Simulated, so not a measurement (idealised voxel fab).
A process module follows: voxel lift off.
This is section cut - it's 185 nm across, gridded in 5 nm square cells.
Heads up, the way a cross-section reads in here is a grid of square cells, handed over as bands from the top down, with every band being one or more rows of cells.
Look at the band entry: it leads with the top's height and the bottom's height in nm. Then it lists the materials left to right, with a width in nm for each. The word "edge to edge" on a single material says that material fills the band edge to edge. The word "air" is empty space.
Height is counted from the level 0, under which the received wafer is composed throughout of one material. The lowest of the bands is not closed at the bottom but continues downward, in the notation "0 nm and below".
Top row gets the first number, bottom row gets the second, and each row in between changes by the same step: that is how a band width like "30 to 40" works.
What does "no modification" mean for a step? It means no cell of the cross-section changed in that step.
Under "Closed-off voids" you'll find the enclosed gaps, the ones with no way out to the top, that are 8 cells or bigger; each reads width x height at distance, with distance counted from the left edge, everything in nm.
What comes after the settings on a step's line is commentary from the simulator itself on that step.
"overlay nm" denotes, for a step that has a mask, the displacement of the mask to the right of its planned place, with negative values corresponding to the left.
### The steps planned for the process are as follows
1) RECEIVE,material Si
2) CONFORMAL_DEP,material SiN,thk nm 10
3) PATTERN,tone open,mask id LINES,material resist,width nm 15,pitch nm 40,thk nm 20,overlay nm 0
4) DIRECTIONAL_DEP,material Ru,thk nm 5
5) STRIP,etch materials resist
6) CONFORMAL_DEP,material SiN,thk nm 10
Across this set of wafers, the varied parameter is the width nm of step 3. Starting conditions are identical for every wafer, and the plan reports the value assigned to the first wafer.
### As-received state after step 1, first of several wafers, cross-section
	0 nm and below  Si edge to edge
	Closed-off voids: none
### Take a look at the first of several wafers in cross-section: the module is done, and step 6 was its last step
	25 nm to 20 nm  air (55), then SiN (35), then air (5), then SiN (35), then air (55)
	20 nm to 15 nm  SiN edge to edge
	15 nm to 10 nm  SiN (65), then Ru (15), then SiN (25), then Ru (15), then SiN (65)
	10 nm to 0 nm  SiN edge to edge
	0 nm and below  Si edge to edge
	Closed-off voids: none
### Final wafer cross-section at module end
	25 nm to 20 nm  air (50), then SiN (85), then air (50)
	20 nm to 15 nm  SiN edge to edge
	15 nm to 10 nm  SiN (60), then Ru (25), then SiN (15), then Ru (25), then SiN (60)
	10 nm to 0 nm  SiN edge to edge
	0 nm and below  Si edge to edge
	Closed-off voids: none
### Every row in this table is a wafer at the end of the module, and it gives, for each of the materials, the cells that wafer has gained (+) or lost (-) since it was received, then its closed voids
width nm 15, +6 Ru, +156 SiN, Closed-off voids: none
width nm 20, +8 Ru, +156 SiN, Closed-off voids: none
width nm 25, +10 Ru, +155 SiN, Closed-off voids: none
